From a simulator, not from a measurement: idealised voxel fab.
process module | voxel self aligned vias
cross-section cut | 250 nm wide | cells 5 nm
A cross-section is a grid of square cells, given in bands from the top down. A band is one or more rows of cells.
Each band's line starts with the height of the band's top and of its bottom, in nm. Then come its materials from left to right, each with its width in nm. One material with "throughout" fills the band from edge to edge. "air" is empty space.
Height 0 is the level under which the wafer as received is all one material. The lowest band goes on downwards, as in "0 down".
A width such as "30 to 40" changes by the same amount from each row of cells to the next, from the band's top row to its bottom row.
"no change" after a step means that no cell of the cross-section changed.
closed voids: empty space of 8 cells or more with no open way to the top, each as width x height at its distance from the left edge, in nm
after a step's settings: what the simulator itself notes on the step
overlay nm, on a step with a mask: how far to the right of its planned place the mask lay; to the left if negative
Each pair below shows a cross-section before one step and the cross-section after it, down to the lowest band that changed. The line under each pair gives the step between them, with its settings. The pairs can come from different runs of this module on the same starting wafer, so a pair continues from the pair above only where its "before" says so.
before
  35 to 15: SiN throughout
  15 to 10: SiCN throughout
  10 to 0: SiO2 throughout
  0 down: Si throughout
  closed voids: none
after
  50 to 35: resist 55 | air 30 | resist 25 | air 30 | resist 25 | air 30 | resist 55
  below 35: unchanged
  closed voids: none
the step between: op PATTERN | tone open | mask id LINES | material resist | width nm 30 | pitch nm 55 | thk nm 15 | overlay nm 0
before: the cross-section after the pair above
after
  35 to 15: SiN throughout
  below 15: unchanged
  closed voids: none
the step between: op STRIP | etch materials resist
before: the cross-section after the pair above
after
  40 to 35: TiN throughout
  below 35: unchanged
  closed voids: none
the step between: op CONFORMAL_DEP | material TiN | thk nm 5
before: the cross-section after the pair above
after
  45 to 40: Ru throughout
  below 40: unchanged
  closed voids: none
the step between: op FILL_DEP | material Ru | thk nm 5
before: the cross-section after the pair above
after
  35 to 15: SiN throughout
  below 15: unchanged
  closed voids: none
the step between: op CMP | height nm 35
before: the cross-section after the pair above
after
  45 to 15: SiN throughout
  below 15: unchanged
  closed voids: none
the step between: op FILL_DEP | material SiN | thk nm 10
before: the cross-section after the pair above
after
  35 to 15: SiN throughout
  below 15: unchanged
  closed voids: none
the step between: op CMP | height nm 35
before: the cross-section after the pair above
after
  55 to 35: SiO2 throughout
  below 35: unchanged
  closed voids: none
the step between: op DIRECTIONAL_DEP | material SiO2 | thk nm 20
before: the cross-section after the pair above
after
  55 to 35: SiO2 50 | air 40 | SiO2 15 | air 40 | SiO2 15 | air 40 | SiO2 50
  below 35: unchanged
  closed voids: none
the step between: op MASKED_ETCH | tone open | mask id VIAS | width nm 40 | pitch nm 55 | etch materials SiO2 | depth nm 20 | overlay nm 0
before: the cross-section after the pair above
after
  55 to 35: SiO2 50 | air 40 | SiO2 15 | air 40 | SiO2 15 | air 40 | SiO2 50
  35 to 30: SiN 50 | air 40 | SiN 15 | air 40 | SiN 15 | air 40 | SiN 50
  below 30: unchanged
  closed voids: none
the step between: op MASKED_ETCH | tone open | mask id VIAS | width nm 40 | pitch nm 55 | etch materials SiN | depth nm 5 | overlay nm 0
before: the cross-section after the pair above
after
  60 to 55: TiN 55 | air 30 | TiN 25 | air 30 | TiN 25 | air 30 | TiN 55
  55 to 35: SiO2 50 | TiN 5 | air 30 | TiN 5 | SiO2 15 | TiN 5 | air 30 | TiN 5 | SiO2 15 | TiN 5 | air 30 | TiN 5 | SiO2 50
  35 to 30: SiN 50 | TiN 40 | SiN 15 | TiN 40 | SiN 15 | TiN 40 | SiN 50
  below 30: unchanged
  closed voids: none
the step between: op CONFORMAL_DEP | material TiN | thk nm 5
before: the cross-section after the pair above
after
  70 to 60: Ru throughout
  60 to 55: TiN 55 | Ru 30 | TiN 25 | Ru 30 | TiN 25 | Ru 30 | TiN 55
  55 to 35: SiO2 50 | TiN 5 | Ru 30 | TiN 5 | SiO2 15 | TiN 5 | Ru 30 | TiN 5 | SiO2 15 | TiN 5 | Ru 30 | TiN 5 | SiO2 50
  below 35: unchanged
  closed voids: none
the step between: op FILL_DEP | material Ru | thk nm 10
before: the cross-section after the pair above
after
  55 to 35: SiO2 50 | TiN 5 | Ru 30 | TiN 5 | SiO2 15 | TiN 5 | Ru 30 | TiN 5 | SiO2 15 | TiN 5 | Ru 30 | TiN 5 | SiO2 50
  below 35: unchanged
  closed voids: none
the step between: op CMP | height nm 55
before: the cross-section after the pair above
after
  60 to 55: SiCN throughout
  below 55: unchanged
  closed voids: none
the step between: op CONFORMAL_DEP | material SiCN | thk nm 5
before
  55 to 35: SiO2 throughout
  35 to 30: SiO2 55 | SiN 30 | SiO2 25 | SiN 30 | SiO2 25 | SiN 30 | SiO2 55
  30 to 20: SiO2 55 | TiN 5 | Ru 20 | TiN 5 | SiO2 25 | TiN 5 | Ru 20 | TiN 5 | SiO2 25 | TiN 5 | Ru 20 | TiN 5 | SiO2 55
  20 to 15: SiO2 55 | TiN 30 | SiO2 25 | TiN 30 | SiO2 25 | TiN 30 | SiO2 55
  15 to 10: SiCN throughout
  10 to 0: SiO2 throughout
  0 down: Si throughout
  closed voids: none
after
  55 to 35: air 50 | SiO2 40 | air 15 | SiO2 40 | air 15 | SiO2 40 | air 50
  below 35: unchanged
  closed voids: none
the step between: op MASKED_ETCH | tone cover | mask id VIAS | width nm 40 | pitch nm 55 | etch materials SiO2 | depth nm 20 | overlay nm 0
before: the cross-section after the pair above
after
  60 to 55: air 45 | TiN 50 | air 5 | TiN 50 | air 5 | TiN 50 | air 45
  55 to 40: air 45 | TiN 5 | SiO2 40 | TiN 5 | air 5 | TiN 5 | SiO2 40 | TiN 5 | air 5 | TiN 5 | SiO2 40 | TiN 5 | air 45
  40 to 35: TiN 50 | SiO2 40 | TiN 15 | SiO2 40 | TiN 15 | SiO2 40 | TiN 50
  below 35: unchanged
  closed voids: none
the step between: op CONFORMAL_DEP | material TiN | thk nm 5
before: the cross-section after the pair above
after
  70 to 60: Ru throughout
  60 to 55: Ru 45 | TiN 50 | Ru 5 | TiN 50 | Ru 5 | TiN 50 | Ru 45
  55 to 40: Ru 45 | TiN 5 | SiO2 40 | TiN 5 | Ru 5 | TiN 5 | SiO2 40 | TiN 5 | Ru 5 | TiN 5 | SiO2 40 | TiN 5 | Ru 45
  below 40: unchanged
  closed voids: none
the step between: op FILL_DEP | material Ru | thk nm 10
before: the cross-section after the pair above
after
  55 to 40: Ru 45 | TiN 5 | SiO2 40 | TiN 5 | Ru 5 | TiN 5 | SiO2 40 | TiN 5 | Ru 5 | TiN 5 | SiO2 40 | TiN 5 | Ru 45
  below 40: unchanged
  closed voids: none
the step between: op CMP | height nm 55
before: the cross-section after the pair above
after
  60 to 55: SiCN throughout
  below 55: unchanged
  closed voids: none
the step between: op CONFORMAL_DEP | material SiCN | thk nm 5
